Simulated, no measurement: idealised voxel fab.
process module | voxel quadruple lines
cross-section cut | 285 nm wide | cells 5 nm
A cross-section is a grid of square cells, given in bands from the top down. A band is one or more rows of cells.
Each band's line starts with the height of the band's top and of its bottom, in nm. Then come its materials from left to right, each with its width in nm. One material with "throughout" fills the band from edge to edge. "air" is empty space.
Height 0 is the level under which the wafer as received is all one material. The lowest band goes on downwards, as in "0 down".
A width such as "30 to 40" changes by the same amount from each row of cells to the next, from the band's top row to its bottom row.
"no change" after a step means that no cell of the cross-section changed.
closed voids: empty space of 8 cells or more with no open way to the top, each as width x height at its distance from the left edge, in nm
after a step's settings: what the simulator itself notes on the step
overlay nm, on a step with a mask: how far to the right of its planned place the mask lay; to the left if negative
plan
1 op RECEIVE | material Si
2 op CONFORMAL_DEP | material SiO2 | thk nm 10
3 op DIRECTIONAL_DEP | material W | thk nm 10
4 op DIRECTIONAL_DEP | material polySi | thk nm 20
5 op DIRECTIONAL_DEP | material aC | thk nm 20
6 op PATTERN | tone cover | mask id MANDREL | material resist | width nm 30 | pitch nm 80 | thk nm 25 | overlay nm 0
7 op DIRECTIONAL_ETCH | etch materials aC | depth nm 20
8 op STRIP | etch materials resist
9 op CONFORMAL_DEP | material SiO2 | thk nm 10
10 op DIRECTIONAL_ETCH | etch materials SiO2 | depth nm 10
11 op STRIP | etch materials aC
12 op DIRECTIONAL_ETCH | etch materials polySi | depth nm 20
13 op STRIP | etch materials SiO2
14 op CONFORMAL_DEP | material SiCN | thk nm 10
15 op DIRECTIONAL_ETCH | etch materials SiCN | depth nm 10
16 op STRIP | etch materials polySi
17 op DIRECTIONAL_ETCH | etch materials W | depth nm 10
18 op STRIP | etch materials SiCN
as received, after step 1
  0 down: Si throughout
  closed voids: none
first wafer at the end, as planned
  20 to 10: air 65 | W 10 | air 10 | W 10 | air 10 | W 10 | air 10 | W 10 | air 10 | W 10 | air 10 | W 10 | air 10 | W 10 | air 10 | W 10 | air 70
  10 to 0: SiO2 throughout
  0 down: Si throughout
  closed voids: none
second wafer at the end: like start, like plan, one mistake
  30 to 10: polySi throughout
  10 to 0: SiO2 throughout
  0 down: Si throughout
  closed voids: none
what went wrong: steps 3 and 4 were swapped
at the end the second wafer has, in cells: 32 fewer of W | 228 more of polySi
